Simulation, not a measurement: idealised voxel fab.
process module | voxel transistor to metal
cross-section cut | 205 nm wide | cells 5 nm
A cross-section is a grid of square cells, given in bands from the top down. A band is one or more rows of cells.
Each band's line starts with the height of the band's top and of its bottom, in nm. Then come its materials from left to right, each with its width in nm. One material with "throughout" fills the band from edge to edge. "air" is empty space.
Height 0 is the level under which the wafer as received is all one material. The lowest band goes on downwards, as in "0 down".
A width such as "30 to 40" changes by the same amount from each row of cells to the next, from the band's top row to its bottom row.
"no change" after a step means that no cell of the cross-section changed.
closed voids: empty space of 8 cells or more with no open way to the top, each as width x height at its distance from the left edge, in nm
after a step's settings: what the simulator itself notes on the step
overlay nm, on a step with a mask: how far to the right of its planned place the mask lay; to the left if negative
plan
1 op RECEIVE | material Si
2 op CONFORMAL_DEP | material SiO2 | thk nm 5
3 op CONFORMAL_DEP | material SiN | thk nm 15
4 op MASKED_ETCH | tone cover | mask id ACTIVE | width nm 105 | etch materials SiN | depth nm 15 | overlay nm 0
5 op MASKED_ETCH | tone cover | mask id ACTIVE | width nm 105 | etch materials SiO2 | depth nm 5 | overlay nm 0
6 op MASKED_ETCH | tone cover | mask id ACTIVE | width nm 105 | etch materials Si | depth nm 35 | overlay nm 0
7 op FILL_DEP | material SiO2 | thk nm 15
8 op CMP | height nm 20
9 op SELECTIVE_ETCH | etch materials SiO2 | depth nm 5
10 op STRIP | etch materials SiN
11 op SELECTIVE_ETCH | etch materials SiO2 | depth nm 5
12 op OXIDIZE | depth nm 5
13 op DIRECTIONAL_DEP | material polySi | thk nm 20
14 op DIRECTIONAL_DEP | material SiCN | thk nm 15
15 op DIRECTIONAL_DEP | material aC | thk nm 10
16 op PATTERN | tone cover | mask id GATE | material resist | width nm 15 | thk nm 30 | overlay nm 0
17 op DIRECTIONAL_ETCH | etch materials aC | depth nm 10
18 op STRIP | etch materials resist
19 op DIRECTIONAL_ETCH | etch materials SiCN | depth nm 25
20 op DIRECTIONAL_ETCH | etch materials polySi | depth nm 30
21 op STRIP | etch materials aC
22 op CONFORMAL_DEP | material SiO2 | thk nm 5
23 op DIRECTIONAL_ETCH | etch materials SiO2 | depth nm 5
24 op CONFORMAL_DEP | material SiN | thk nm 5
25 op DIRECTIONAL_ETCH | etch materials SiN | depth nm 5
26 op DIRECTIONAL_ETCH | etch materials SiO2 | depth nm 5
27 op DIRECTIONAL_ETCH | etch materials Si | depth nm 15
28 op EPI | material nSi | thk nm 15
29 op FILL_DEP | material SiO2 | thk nm 5
30 op CMP | height nm 35
31 op DIRECTIONAL_DEP | material SiO2 | thk nm 15
32 op DIRECTIONAL_DEP | material aC | thk nm 15
33 op PATTERN | tone open | mask id CONTACT | material resist | width nm 35 | pitch nm 60 | thk nm 30 | overlay nm 0
34 op DIRECTIONAL_ETCH | etch materials aC | depth nm 15
35 op STRIP | etch materials resist
36 op DIRECTIONAL_ETCH | etch materials SiO2 | depth nm 40
37 op STRIP | etch materials aC
38 op CONFORMAL_DEP | material TiN | thk nm 5
39 op FILL_DEP | material Ru | thk nm 10
40 op CMP | height nm 50
41 op DIRECTIONAL_DEP | material TiN | thk nm 5
42 op DIRECTIONAL_DEP | material W | thk nm 15
43 op PATTERN | tone cover | mask id METAL_1 | material resist | width nm 20 | pitch nm 75 | thk nm 15 | overlay nm 0
44 op DIRECTIONAL_ETCH | etch materials W | depth nm 15
45 op DIRECTIONAL_ETCH | etch materials TiN | depth nm 5
46 op STRIP | etch materials resist
47 op FILL_DEP | material lowk | thk nm 5
48 op CMP | height nm 70
49 op CONFORMAL_DEP | material SiN | thk nm 5
first wafer, as planned
as received, after step 1
  0 down: Si throughout
  closed voids: none
after step 2
  5 to 0: SiO2 throughout
  below 0: unchanged
after step 3
  20 to 5: SiN throughout
  below 5: unchanged
after step 4
  20 to 5: air 50 | SiN 105 | air 50
  below 5: unchanged
after step 5
  20 to 5: air 50 | SiN 105 | air 50
  5 to 0: air 50 | SiO2 105 | air 50
  below 0: unchanged
after step 6
  20 to 5: air 50 | SiN 105 | air 50
  5 to 0: air 50 | SiO2 105 | air 50
  0 to -35: air 50 | Si 105 | air 50
  below -35: unchanged
after step 7
  35 to 20: SiO2 throughout
  20 to 5: SiO2 50 | SiN 105 | SiO2 50
  5 to 0: SiO2 throughout
  0 to -35: SiO2 50 | Si 105 | SiO2 50
  below -35: unchanged
after step 8
  20 to 5: SiO2 50 | SiN 105 | SiO2 50
  below 5: unchanged
after step 9
  20 to 15: air 50 | SiN 105 | air 50
  below 15: unchanged
after step 10
  15 to 5: SiO2 50 | air 105 | SiO2 50
  below 5: unchanged
after step 11
  10 to 0: SiO2 45 | air 115 | SiO2 45
  below 0: unchanged
after step 12
  10 to 0: SiO2 45 | air 115 | SiO2 45
  0 to -5: SiO2 throughout
  below -5: unchanged
after step 13
  30 to 20: polySi 45 | air 115 | polySi 45
  20 to 10: polySi throughout
  10 to 0: SiO2 45 | polySi 115 | SiO2 45
  below 0: unchanged
after step 14
  45 to 35: SiCN 45 | air 115 | SiCN 45
  35 to 30: SiCN throughout
  30 to 20: polySi 45 | SiCN 115 | polySi 45
  below 20: unchanged
after step 15
  55 to 45: aC 45 | air 115 | aC 45
  45 to 35: SiCN 45 | aC 115 | SiCN 45
  below 35: unchanged
after step 16
  85 to 55: air 95 | resist 15 | air 95
  55 to 45: aC 45 | air 50 | resist 15 | air 50 | aC 45
  below 45: unchanged
after step 17
  75 to 45: air 95 | resist 15 | air 95
  45 to 35: SiCN 45 | air 50 | aC 15 | air 50 | SiCN 45
  below 35: unchanged
after step 18
  45 to 35: SiCN 45 | air 50 | aC 15 | air 50 | SiCN 45
  below 35: unchanged
after step 19
  45 to 35: air 95 | aC 15 | air 95
  35 to 30: air 95 | SiCN 15 | air 95
  30 to 20: polySi 45 | air 50 | SiCN 15 | air 50 | polySi 45
  below 20: unchanged
after step 20
  45 to 35: air 95 | aC 15 | air 95
  35 to 20: air 95 | SiCN 15 | air 95
  20 to 10: air 95 | polySi 15 | air 95
  10 to 0: SiO2 45 | air 50 | polySi 15 | air 50 | SiO2 45
  below 0: unchanged
after step 21
  35 to 20: air 95 | SiCN 15 | air 95
  below 20: unchanged
after step 22
  40 to 35: air 90 | SiO2 25 | air 90
  35 to 20: air 90 | SiO2 5 | SiCN 15 | SiO2 5 | air 90
  20 to 15: air 90 | SiO2 5 | polySi 15 | SiO2 5 | air 90
  15 to 5: SiO2 50 | air 40 | SiO2 5 | polySi 15 | SiO2 5 | air 40 | SiO2 50
  5 to 0: SiO2 95 | polySi 15 | SiO2 95
  below 0: unchanged
after step 23
  35 to 20: air 90 | SiO2 5 | SiCN 15 | SiO2 5 | air 90
  20 to 10: air 90 | SiO2 5 | polySi 15 | SiO2 5 | air 90
  10 to 0: SiO2 50 | air 40 | SiO2 5 | polySi 15 | SiO2 5 | air 40 | SiO2 50
  below 0: unchanged
after step 24
  40 to 35: air 85 | SiN 35 | air 85
  35 to 20: air 85 | SiN 5 | SiO2 5 | SiCN 15 | SiO2 5 | SiN 5 | air 85
  20 to 15: air 85 | SiN 5 | SiO2 5 | polySi 15 | SiO2 5 | SiN 5 | air 85
  15 to 10: SiN 55 | air 30 | SiN 5 | SiO2 5 | polySi 15 | SiO2 5 | SiN 5 | air 30 | SiN 55
  10 to 5: SiO2 50 | SiN 5 | air 30 | SiN 5 | SiO2 5 | polySi 15 | SiO2 5 | SiN 5 | air 30 | SiN 5 | SiO2 50
  5 to 0: SiO2 50 | SiN 40 | SiO2 5 | polySi 15 | SiO2 5 | SiN 40 | SiO2 50
  below 0: unchanged
after step 25
  35 to 20: air 85 | SiN 5 | SiO2 5 | SiCN 15 | SiO2 5 | SiN 5 | air 85
  20 to 10: air 85 | SiN 5 | SiO2 5 | polySi 15 | SiO2 5 | SiN 5 | air 85
  10 to 0: SiO2 50 | SiN 5 | air 30 | SiN 5 | SiO2 5 | polySi 15 | SiO2 5 | SiN 5 | air 30 | SiN 5 | SiO2 50
  below 0: unchanged
after step 26
  35 to 30: air 85 | SiN 5 | air 5 | SiCN 15 | air 5 | SiN 5 | air 85
  30 to 20: air 85 | SiN 5 | SiO2 5 | SiCN 15 | SiO2 5 | SiN 5 | air 85
  20 to 10: air 85 | SiN 5 | SiO2 5 | polySi 15 | SiO2 5 | SiN 5 | air 85
  10 to 5: air 50 | SiN 5 | air 30 | SiN 5 | SiO2 5 | polySi 15 | SiO2 5 | SiN 5 | air 30 | SiN 5 | air 50
  5 to 0: SiO2 50 | SiN 5 | air 30 | SiN 5 | SiO2 5 | polySi 15 | SiO2 5 | SiN 5 | air 30 | SiN 5 | SiO2 50
  0 to -5: SiO2 55 | air 30 | SiO2 35 | air 30 | SiO2 55
  below -5: unchanged
after step 27
  35 to 30: air 85 | SiN 5 | air 5 | SiCN 15 | air 5 | SiN 5 | air 85
  30 to 20: air 85 | SiN 5 | SiO2 5 | SiCN 15 | SiO2 5 | SiN 5 | air 85
  20 to 10: air 85 | SiN 5 | SiO2 5 | polySi 15 | SiO2 5 | SiN 5 | air 85
  10 to 5: air 50 | SiN 5 | air 30 | SiN 5 | SiO2 5 | polySi 15 | SiO2 5 | SiN 5 | air 30 | SiN 5 | air 50
  5 to 0: SiO2 50 | SiN 5 | air 30 | SiN 5 | SiO2 5 | polySi 15 | SiO2 5 | SiN 5 | air 30 | SiN 5 | SiO2 50
  0 to -5: SiO2 55 | air 30 | SiO2 35 | air 30 | SiO2 55
  -5 to -20: SiO2 50 | Si 5 | air 30 | Si 35 | air 30 | Si 5 | SiO2 50
  below -20: unchanged
after step 28
  35 to 30: air 85 | SiN 5 | air 5 | SiCN 15 | air 5 | SiN 5 | air 85
  30 to 20: air 85 | SiN 5 | SiO2 5 | SiCN 15 | SiO2 5 | SiN 5 | air 85
  20 to 10: air 85 | SiN 5 | SiO2 5 | polySi 15 | SiO2 5 | SiN 5 | air 85
  10 to 5: air 50 | SiN 5 | nSi 30 | SiN 5 | SiO2 5 | polySi 15 | SiO2 5 | SiN 5 | nSi 30 | SiN 5 | air 50
  5 to 0: SiO2 50 | SiN 5 | nSi 30 | SiN 5 | SiO2 5 | polySi 15 | SiO2 5 | SiN 5 | nSi 30 | SiN 5 | SiO2 50
  0 to -5: SiO2 55 | nSi 30 | SiO2 35 | nSi 30 | SiO2 55
  -5 to -20: SiO2 50 | Si 5 | nSi 30 | Si 35 | nSi 30 | Si 5 | SiO2 50
  below -20: unchanged
after step 29
  40 to 35: SiO2 throughout
  35 to 20: SiO2 85 | SiN 5 | SiO2 5 | SiCN 15 | SiO2 5 | SiN 5 | SiO2 85
  20 to 10: SiO2 85 | SiN 5 | SiO2 5 | polySi 15 | SiO2 5 | SiN 5 | SiO2 85
  10 to 0: SiO2 50 | SiN 5 | nSi 30 | SiN 5 | SiO2 5 | polySi 15 | SiO2 5 | SiN 5 | nSi 30 | SiN 5 | SiO2 50
  below 0: unchanged
after step 30
  35 to 20: SiO2 85 | SiN 5 | SiO2 5 | SiCN 15 | SiO2 5 | SiN 5 | SiO2 85
  below 20: unchanged
after step 31
  50 to 35: SiO2 throughout
  below 35: unchanged
after step 32
  65 to 50: aC throughout
  below 50: unchanged
after step 33
  95 to 65: resist 55 | air 35 | resist 25 | air 35 | resist 55
  below 65: unchanged
after step 34
  80 to 65: resist 55 | air 35 | resist 25 | air 35 | resist 55
  65 to 50: aC 55 | air 35 | aC 25 | air 35 | aC 55
  below 50: unchanged
after step 35
  65 to 50: aC 55 | air 35 | aC 25 | air 35 | aC 55
  below 50: unchanged
after step 36
  65 to 50: aC 55 | air 35 | aC 25 | air 35 | aC 55
  50 to 35: SiO2 55 | air 35 | SiO2 25 | air 35 | SiO2 55
  35 to 20: SiO2 55 | air 30 | SiN 5 | SiO2 5 | SiCN 15 | SiO2 5 | SiN 5 | air 30 | SiO2 55
  20 to 10: SiO2 55 | air 30 | SiN 5 | SiO2 5 | polySi 15 | SiO2 5 | SiN 5 | air 30 | SiO2 55
  below 10: unchanged
after step 37
  50 to 35: SiO2 55 | air 35 | SiO2 25 | air 35 | SiO2 55
  below 35: unchanged
after step 38
  55 to 50: TiN 60 | air 25 | TiN 35 | air 25 | TiN 60
  50 to 40: SiO2 55 | TiN 5 | air 25 | TiN 5 | SiO2 25 | TiN 5 | air 25 | TiN 5 | SiO2 55
  40 to 35: SiO2 55 | TiN 5 | air 20 | TiN 10 | SiO2 25 | TiN 10 | air 20 | TiN 5 | SiO2 55
  35 to 20: SiO2 55 | TiN 5 | air 20 | TiN 5 | SiN 5 | SiO2 5 | SiCN 15 | SiO2 5 | SiN 5 | TiN 5 | air 20 | TiN 5 | SiO2 55
  20 to 15: SiO2 55 | TiN 5 | air 20 | TiN 5 | SiN 5 | SiO2 5 | polySi 15 | SiO2 5 | SiN 5 | TiN 5 | air 20 | TiN 5 | SiO2 55
  15 to 10: SiO2 55 | TiN 30 | SiN 5 | SiO2 5 | polySi 15 | SiO2 5 | SiN 5 | TiN 30 | SiO2 55
  below 10: unchanged
after step 39
  65 to 55: Ru throughout
  55 to 50: TiN 60 | Ru 25 | TiN 35 | Ru 25 | TiN 60
  50 to 40: SiO2 55 | TiN 5 | Ru 25 | TiN 5 | SiO2 25 | TiN 5 | Ru 25 | TiN 5 | SiO2 55
  40 to 35: SiO2 55 | TiN 5 | Ru 20 | TiN 10 | SiO2 25 | TiN 10 | Ru 20 | TiN 5 | SiO2 55
  35 to 20: SiO2 55 | TiN 5 | Ru 20 | TiN 5 | SiN 5 | SiO2 5 | SiCN 15 | SiO2 5 | SiN 5 | TiN 5 | Ru 20 | TiN 5 | SiO2 55
  20 to 15: SiO2 55 | TiN 5 | Ru 20 | TiN 5 | SiN 5 | SiO2 5 | polySi 15 | SiO2 5 | SiN 5 | TiN 5 | Ru 20 | TiN 5 | SiO2 55
  below 15: unchanged
after step 40
  50 to 40: SiO2 55 | TiN 5 | Ru 25 | TiN 5 | SiO2 25 | TiN 5 | Ru 25 | TiN 5 | SiO2 55
  below 40: unchanged
after step 41
  55 to 50: TiN throughout
  below 50: unchanged
after step 42
  70 to 55: W throughout
  below 55: unchanged
after step 43
  85 to 70: air 55 | resist 20 | air 55 | resist 20 | air 55
  below 70: unchanged
after step 44
  85 to 70: air 55 | resist 20 | air 55 | resist 20 | air 55
  70 to 55: air 55 | W 20 | air 55 | W 20 | air 55
  below 55: unchanged
after step 45
  85 to 70: air 55 | resist 20 | air 55 | resist 20 | air 55
  70 to 55: air 55 | W 20 | air 55 | W 20 | air 55
  55 to 50: air 55 | TiN 20 | air 55 | TiN 20 | air 55
  below 50: unchanged
after step 46
  70 to 55: air 55 | W 20 | air 55 | W 20 | air 55
  below 55: unchanged
after step 47
  75 to 70: lowk throughout
  70 to 55: lowk 55 | W 20 | lowk 55 | W 20 | lowk 55
  55 to 50: lowk 55 | TiN 20 | lowk 55 | TiN 20 | lowk 55
  below 50: unchanged
after step 48
  70 to 55: lowk 55 | W 20 | lowk 55 | W 20 | lowk 55
  below 55: unchanged
after step 49
  75 to 70: SiN throughout
  below 70: unchanged
second wafer: like start, like plan, one mistake. Through step 13 it matches the first wafer
when step 14 should have ended
  60 to 50: SiCN 45 | air 115 | SiCN 45
  50 to 30: SiCN throughout
  30 to 20: polySi 45 | SiCN 115 | polySi 45
  below 20: unchanged
when step 15 should have ended
  70 to 60: aC 45 | air 115 | aC 45
  60 to 50: SiCN 45 | aC 115 | SiCN 45
  below 50: unchanged
when step 16 should have ended
  100 to 70: air 95 | resist 15 | air 95
  70 to 60: aC 45 | air 50 | resist 15 | air 50 | aC 45
  below 60: unchanged
when step 17 should have ended
  90 to 60: air 95 | resist 15 | air 95
  60 to 50: SiCN 45 | air 50 | aC 15 | air 50 | SiCN 45
  below 50: unchanged
when step 18 should have ended
  60 to 50: SiCN 45 | air 50 | aC 15 | air 50 | SiCN 45
  below 50: unchanged
when step 19 should have ended
  60 to 50: air 95 | aC 15 | air 95
  50 to 35: air 95 | SiCN 15 | air 95
  35 to 30: SiCN 45 | air 50 | SiCN 15 | air 50 | SiCN 45
  30 to 25: polySi 45 | air 50 | SiCN 15 | air 50 | polySi 45
  below 25: unchanged
when step 20 should have ended: no change
when step 21 should have ended
  50 to 35: air 95 | SiCN 15 | air 95
  below 35: unchanged
when step 22 should have ended
  55 to 50: air 90 | SiO2 25 | air 90
  50 to 40: air 90 | SiO2 5 | SiCN 15 | SiO2 5 | air 90
  40 to 35: SiO2 50 | air 40 | SiO2 5 | SiCN 15 | SiO2 5 | air 40 | SiO2 50
  35 to 30: SiCN 45 | SiO2 5 | air 40 | SiO2 5 | SiCN 15 | SiO2 5 | air 40 | SiO2 5 | SiCN 45
  30 to 25: polySi 45 | SiO2 50 | SiCN 15 | SiO2 50 | polySi 45
  below 25: unchanged
when step 23 should have ended
  50 to 35: air 90 | SiO2 5 | SiCN 15 | SiO2 5 | air 90
  35 to 30: SiCN 45 | SiO2 5 | air 40 | SiO2 5 | SiCN 15 | SiO2 5 | air 40 | SiO2 5 | SiCN 45
  30 to 25: polySi 45 | SiO2 5 | air 40 | SiO2 5 | SiCN 15 | SiO2 5 | air 40 | SiO2 5 | polySi 45
  below 25: unchanged
when step 24 should have ended
  55 to 50: air 85 | SiN 35 | air 85
  50 to 40: air 85 | SiN 5 | SiO2 5 | SiCN 15 | SiO2 5 | SiN 5 | air 85
  40 to 35: SiN 55 | air 30 | SiN 5 | SiO2 5 | SiCN 15 | SiO2 5 | SiN 5 | air 30 | SiN 55
  35 to 30: SiCN 45 | SiO2 5 | SiN 5 | air 30 | SiN 5 | SiO2 5 | SiCN 15 | SiO2 5 | SiN 5 | air 30 | SiN 5 | SiO2 5 | SiCN 45
  30 to 25: polySi 45 | SiO2 5 | SiN 40 | SiO2 5 | SiCN 15 | SiO2 5 | SiN 40 | SiO2 5 | polySi 45
  below 25: unchanged
when step 25 should have ended
  50 to 35: air 85 | SiN 5 | SiO2 5 | SiCN 15 | SiO2 5 | SiN 5 | air 85
  35 to 30: SiCN 45 | SiO2 5 | SiN 5 | air 30 | SiN 5 | SiO2 5 | SiCN 15 | SiO2 5 | SiN 5 | air 30 | SiN 5 | SiO2 5 | SiCN 45
  30 to 25: polySi 45 | SiO2 5 | SiN 5 | air 30 | SiN 5 | SiO2 5 | SiCN 15 | SiO2 5 | SiN 5 | air 30 | SiN 5 | SiO2 5 | polySi 45
  below 25: unchanged
when step 26 should have ended
  50 to 45: air 85 | SiN 5 | air 5 | SiCN 15 | air 5 | SiN 5 | air 85
  45 to 35: air 85 | SiN 5 | SiO2 5 | SiCN 15 | SiO2 5 | SiN 5 | air 85
  35 to 30: SiCN 45 | air 5 | SiN 5 | air 30 | SiN 5 | SiO2 5 | SiCN 15 | SiO2 5 | SiN 5 | air 30 | SiN 5 | air 5 | SiCN 45
  below 30: unchanged
when step 27 should have ended: no change
when step 28 should have ended: no change
when step 29 should have ended
  55 to 50: SiO2 throughout
  50 to 35: SiO2 85 | SiN 5 | SiO2 5 | SiCN 15 | SiO2 5 | SiN 5 | SiO2 85
  35 to 30: SiCN 45 | SiO2 5 | SiN 5 | SiO2 30 | SiN 5 | SiO2 5 | SiCN 15 | SiO2 5 | SiN 5 | SiO2 30 | SiN 5 | SiO2 5 | SiCN 45
  30 to 25: polySi 45 | SiO2 5 | SiN 5 | SiO2 30 | SiN 5 | SiO2 5 | SiCN 15 | SiO2 5 | SiN 5 | SiO2 30 | SiN 5 | SiO2 5 | polySi 45
  below 25: unchanged
when step 30 should have ended
  35 to 30: SiCN 45 | SiO2 5 | SiN 5 | SiO2 30 | SiN 5 | SiO2 5 | SiCN 15 | SiO2 5 | SiN 5 | SiO2 30 | SiN 5 | SiO2 5 | SiCN 45
  below 30: unchanged
when step 31 should have ended
  50 to 35: SiO2 throughout
  below 35: unchanged
when step 32 should have ended
  65 to 50: aC throughout
  below 50: unchanged
when step 33 should have ended
  95 to 65: resist 55 | air 35 | resist 25 | air 35 | resist 55
  below 65: unchanged
when step 34 should have ended
  80 to 65: resist 55 | air 35 | resist 25 | air 35 | resist 55
  65 to 50: aC 55 | air 35 | aC 25 | air 35 | aC 55
  below 50: unchanged
when step 35 should have ended
  65 to 50: aC 55 | air 35 | aC 25 | air 35 | aC 55
  below 50: unchanged
when step 36 should have ended
  65 to 50: aC 55 | air 35 | aC 25 | air 35 | aC 55
  50 to 35: SiO2 55 | air 35 | SiO2 25 | air 35 | SiO2 55
  35 to 30: SiCN 45 | SiO2 5 | SiN 5 | air 30 | SiN 5 | SiO2 5 | SiCN 15 | SiO2 5 | SiN 5 | air 30 | SiN 5 | SiO2 5 | SiCN 45
  30 to 25: polySi 45 | SiO2 5 | SiN 5 | air 30 | SiN 5 | SiO2 5 | SiCN 15 | SiO2 5 | SiN 5 | air 30 | SiN 5 | SiO2 5 | polySi 45
  below 25: unchanged
when step 37 should have ended
  50 to 35: SiO2 55 | air 35 | SiO2 25 | air 35 | SiO2 55
  below 35: unchanged
when step 38 should have ended
  55 to 50: TiN 60 | air 25 | TiN 35 | air 25 | TiN 60
  50 to 40: SiO2 55 | TiN 5 | air 25 | TiN 5 | SiO2 25 | TiN 5 | air 25 | TiN 5 | SiO2 55
  40 to 35: SiO2 55 | TiN 5 | air 20 | TiN 10 | SiO2 25 | TiN 10 | air 20 | TiN 5 | SiO2 55
  35 to 30: SiCN 45 | SiO2 5 | SiN 5 | TiN 5 | air 20 | TiN 5 | SiN 5 | SiO2 5 | SiCN 15 | SiO2 5 | SiN 5 | TiN 5 | air 20 | TiN 5 | SiN 5 | SiO2 5 | SiCN 45
  30 to 25: polySi 45 | SiO2 5 | SiN 5 | TiN 30 | SiN 5 | SiO2 5 | SiCN 15 | SiO2 5 | SiN 5 | TiN 30 | SiN 5 | SiO2 5 | polySi 45
  below 25: unchanged
when step 39 should have ended
  65 to 55: Ru throughout
  55 to 50: TiN 60 | Ru 25 | TiN 35 | Ru 25 | TiN 60
  50 to 40: SiO2 55 | TiN 5 | Ru 25 | TiN 5 | SiO2 25 | TiN 5 | Ru 25 | TiN 5 | SiO2 55
  40 to 35: SiO2 55 | TiN 5 | Ru 20 | TiN 10 | SiO2 25 | TiN 10 | Ru 20 | TiN 5 | SiO2 55
  35 to 30: SiCN 45 | SiO2 5 | SiN 5 | TiN 5 | Ru 20 | TiN 5 | SiN 5 | SiO2 5 | SiCN 15 | SiO2 5 | SiN 5 | TiN 5 | Ru 20 | TiN 5 | SiN 5 | SiO2 5 | SiCN 45
  below 30: unchanged
when step 40 should have ended
  50 to 40: SiO2 55 | TiN 5 | Ru 25 | TiN 5 | SiO2 25 | TiN 5 | Ru 25 | TiN 5 | SiO2 55
  below 40: unchanged
when step 41 should have ended
  55 to 50: TiN throughout
  below 50: unchanged
when step 42 should have ended
  70 to 55: W throughout
  below 55: unchanged
when step 43 should have ended
  85 to 70: air 55 | resist 20 | air 55 | resist 20 | air 55
  below 70: unchanged
when step 44 should have ended
  85 to 70: air 55 | resist 20 | air 55 | resist 20 | air 55
  70 to 55: air 55 | W 20 | air 55 | W 20 | air 55
  below 55: unchanged
when step 45 should have ended
  85 to 70: air 55 | resist 20 | air 55 | resist 20 | air 55
  70 to 55: air 55 | W 20 | air 55 | W 20 | air 55
  55 to 50: air 55 | TiN 20 | air 55 | TiN 20 | air 55
  below 50: unchanged
when step 46 should have ended
  70 to 55: air 55 | W 20 | air 55 | W 20 | air 55
  below 55: unchanged
when step 47 should have ended
  75 to 70: lowk throughout
  70 to 55: lowk 55 | W 20 | lowk 55 | W 20 | lowk 55
  55 to 50: lowk 55 | TiN 20 | lowk 55 | TiN 20 | lowk 55
  below 50: unchanged
when step 48 should have ended
  70 to 55: lowk 55 | W 20 | lowk 55 | W 20 | lowk 55
  below 55: unchanged
when step 49 should have ended
  75 to 70: SiN throughout
  below 70: unchanged
what went wrong: step 14 was run twice
at the end the second wafer has, in cells: 24 fewer of Ru | 36 more of Si | 38 more of SiCN | 10 fewer of SiN | 108 fewer of SiO2 | 12 fewer of TiN | 72 fewer of nSi | 152 more of polySi
